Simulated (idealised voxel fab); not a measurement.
process module | voxel double patterning
cross-section cut | 160 nm wide | cells 5 nm
A cross-section is a grid of square cells, given in bands from the top down. A band is one or more rows of cells.
Each band's line starts with the height of the band's top and of its bottom, in nm. Then come its materials from left to right, each with its width in nm. One material with "throughout" fills the band from edge to edge. "air" is empty space.
Height 0 is the level under which the wafer as received is all one material. The lowest band goes on downwards, as in "0 down".
A width such as "30 to 40" changes by the same amount from each row of cells to the next, from the band's top row to its bottom row.
"no change" after a step means that no cell of the cross-section changed.
closed voids: empty space of 8 cells or more with no open way to the top, each as width x height at its distance from the left edge, in nm
after a step's settings: what the simulator itself notes on the step
overlay nm, on a step with a mask: how far to the right of its planned place the mask lay; to the left if negative
plan
1 op RECEIVE | material Si
2 op CONFORMAL_DEP | material SiO2 | thk nm 10
3 op DIRECTIONAL_DEP | material polySi | thk nm 15
4 op DIRECTIONAL_DEP | material SiN | thk nm 10
5 op PATTERN | tone open | mask id FIRST | material resist | width nm 15 | pitch nm 50 | thk nm 20 | overlay nm 0
6 op DIRECTIONAL_ETCH | etch materials SiN | depth nm 10
7 op STRIP | etch materials resist
8 op MASKED_ETCH | tone open | mask id SECOND | width nm 15 | pitch nm 50 | etch materials SiN | depth nm 10 | overlay nm 0
9 op DIRECTIONAL_ETCH | etch materials polySi | depth nm 15
10 op STRIP | etch materials SiN
varied across the wafers: width nm of step 5. The plan shows the first wafer's value. All wafers start alike
first wafer as received, after step 1
  0 down: Si throughout
  closed voids: none
first wafer at the end, after step 10
  25 to 10: polySi 20 | air 15 | polySi 10 | air 15 | polySi 10 | air 15 | polySi 10 | air 15 | polySi 10 | air 15 | polySi 25
  10 to 0: SiO2 throughout
  0 down: Si throughout
  closed voids: none
last wafer at the end
  25 to 10: polySi 15 | air 45 | polySi 5 | air 45 | polySi 5 | air 30 | polySi 15
  10 to 0: SiO2 throughout
  0 down: Si throughout
  closed voids: none
each wafer at the end: cells of each material gained (+) or lost (-) since it was received, then its closed voids
width nm 15 | +64 SiO2 | +51 polySi | closed voids: none
width nm 20 | +64 SiO2 | +42 polySi | closed voids: none
width nm 25 | +64 SiO2 | +33 polySi | closed voids: none
width nm 30 | +64 SiO2 | +24 polySi | closed voids: none
